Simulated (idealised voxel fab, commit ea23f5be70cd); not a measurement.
Process module name: voxel released beams
Each square cell in cross-section cut measures 5 nm, and the section as a whole is 160 nm wide.
Throughout this document, each cross-section is represented as a grid of square cells and is presented as a sequence of bands enumerated from the top downward, where a band comprises one or more rows of cells.
Within each band entry, the heights of the top and of the bottom of the band appear first, in that order and in nm; the materials of the band then follow from left to right, each with its corresponding width in nm. The designation "edge to edge" on a single material indicates that it fills the band from edge to edge; the designation "empty" indicates empty space.
Heads up on the height convention: 0 is the point under which the incoming wafer is all one material, and the lowest band has no bottom, it just keeps going down, like "0 down".
The two numbers in a width such as "30->40" mark its ends across the band: the first belongs to the top row of cells, the second to the bottom row, and from each row to the next the width moves by the same amount.
Step marked "remained unchanged"? Then no cell in the cross-section changed in it.
Empty spaces counting at least 8 cells and having no open way to the top are listed in "Voids lacking openings". The notation width x height at distance is used for each, the distance being from the left edge and all three values in nm.
Post-settings text on a step line: simulator's own remark regarding the step.
The "overlay nm" setting may appear on a step's line; for a step that uses a mask, it gives how far to the right of its planned position the mask lay, and a negative value indicates the left.
-- Below is the list of planned process steps
step 1: op RECEIVE | material Si
step 2: op CONFORMAL_DEP | material Al2O3 | thk nm 10
step 3: op DIRECTIONAL_DEP | material SiO2 | thk nm 20
step 4: op DIRECTIONAL_DEP | material aC | thk nm 15
step 5: op PATTERN | tone open | mask id ANCHOR | material resist | width nm 25 | thk nm 30 | overlay nm 0
step 6: op DIRECTIONAL_ETCH | etch materials aC | depth nm 15
step 7: op STRIP | etch materials resist
step 8: op DIRECTIONAL_ETCH | etch materials SiO2 | depth nm 20
step 9: op STRIP | etch materials aC
step 10: op CONFORMAL_DEP | material W | thk nm 10
step 11: op PATTERN | tone cover | mask id BEAM | material resist | width nm 80 | thk nm 20 | overlay nm 0
step 12: op DIRECTIONAL_ETCH | etch materials W | depth nm 10
step 13: op STRIP | etch materials resist
step 14: op STRIP | etch materials SiO2
-- First of two wafers - as planned
-- Received-state cross-section, reflecting completion of step 1
> 0 down  Si edge to edge
> Voids lacking openings: none
-- Cross-section of the wafer subsequent to step 2
> 10 to 0  Al2O3 edge to edge
> Unchanged below 0.
-- Cross-section of the wafer subsequent to step 3
> 30 to 10  SiO2 edge to edge
> Unchanged below 10.
-- Cross-section of the wafer subsequent to step 4
> 45 to 30  aC edge to edge
> Unchanged below 30.
-- Cross-section of the wafer subsequent to step 5
> 75 to 45  resist: 40 / empty: 25 / resist: 95
> Unchanged below 45.
-- Cross-section of the wafer subsequent to step 6
> 60 to 45  resist: 40 / empty: 25 / resist: 95
> 45 to 30  aC: 40 / empty: 25 / aC: 95
> Unchanged below 30.
-- Cross-section of the wafer subsequent to step 7
> 45 to 30  aC: 40 / empty: 25 / aC: 95
> Unchanged below 30.
-- Cross-section of the wafer subsequent to step 8
> 45 to 30  aC: 40 / empty: 25 / aC: 95
> 30 to 10  SiO2: 40 / empty: 25 / SiO2: 95
> Unchanged below 10.
-- Cross-section of the wafer subsequent to step 9
> 30 to 10  SiO2: 40 / empty: 25 / SiO2: 95
> Unchanged below 10.
-- Cross-section of the wafer subsequent to step 10
> 40 to 30  W: 50 / empty: 5 / W: 105
> 30 to 20  SiO2: 40 / W: 10 / empty: 5 / W: 10 / SiO2: 95
> 20 to 10  SiO2: 40 / W: 25 / SiO2: 95
> Unchanged below 10.
-- Cross-section of the wafer subsequent to step 11
> 60 to 40  empty: 35 / resist: 80 / empty: 45
> 40 to 30  W: 50 / resist: 5 / W: 105
> 30 to 20  SiO2: 40 / W: 10 / resist: 5 / W: 10 / SiO2: 95
> Unchanged below 20.
-- Cross-section of the wafer subsequent to step 12
> 60 to 40  empty: 35 / resist: 80 / empty: 45
> 40 to 30  empty: 35 / W: 15 / resist: 5 / W: 60 / empty: 45
> Unchanged below 30.
-- Cross-section of the wafer subsequent to step 13
> 40 to 30  empty: 35 / W: 15 / empty: 5 / W: 60 / empty: 45
> 30 to 20  SiO2: 40 / W: 10 / empty: 5 / W: 10 / SiO2: 95
> Unchanged below 20.
-- Cross-section of the wafer subsequent to step 14
> 40 to 30  empty: 35 / W: 15 / empty: 5 / W: 60 / empty: 45
> 30 to 20  empty: 40 / W: 10 / empty: 5 / W: 10 / empty: 95
> 20 to 10  empty: 40 / W: 25 / empty: 95
> Unchanged below 10.
-- Wafer two of the pair: same origin, same plan, one error during the run; identical to wafer one up to and including step 9
-- Second wafer profile in section, at the moment step 10 of the plan was meant to be complete
> 35 to 30  W: 45 / empty: 15 / W: 100
> 30 to 15  SiO2: 40 / W: 5 / empty: 15 / W: 5 / SiO2: 95
> 15 to 10  SiO2: 40 / W: 25 / SiO2: 95
> Unchanged below 10.
-- Second wafer profile in section, at the moment step 11 of the plan was meant to be complete
> 55 to 35  empty: 35 / resist: 80 / empty: 45
> 35 to 30  W: 45 / resist: 15 / W: 100
> 30 to 15  SiO2: 40 / W: 5 / resist: 15 / W: 5 / SiO2: 95
> Unchanged below 15.
-- Second wafer profile in section, at the moment step 12 of the plan was meant to be complete
> 55 to 35  empty: 35 / resist: 80 / empty: 45
> 35 to 30  empty: 35 / W: 10 / resist: 15 / W: 55 / empty: 45
> Unchanged below 30.
-- Second wafer profile in section, at the moment step 13 of the plan was meant to be complete
> 35 to 30  empty: 35 / W: 10 / empty: 15 / W: 55 / empty: 45
> 30 to 15  SiO2: 40 / W: 5 / empty: 15 / W: 5 / SiO2: 95
> Unchanged below 15.
-- Second wafer profile in section, at the moment step 14 of the plan was meant to be complete
> 35 to 30  empty: 35 / W: 10 / empty: 15 / W: 55 / empty: 45
> 30 to 15  empty: 40 / W: 5 / empty: 15 / W: 5 / empty: 95
> 15 to 10  empty: 40 / W: 25 / empty: 95
> Unchanged below 10.
Deviation from plan: rather than as planned, step 10 actually ran as op CONFORMAL_DEP | material W | thk nm 5
It is noted that, at the conclusion of processing, the second wafer exhibits a higher or lower cell count for certain materials relative to the first: W -24
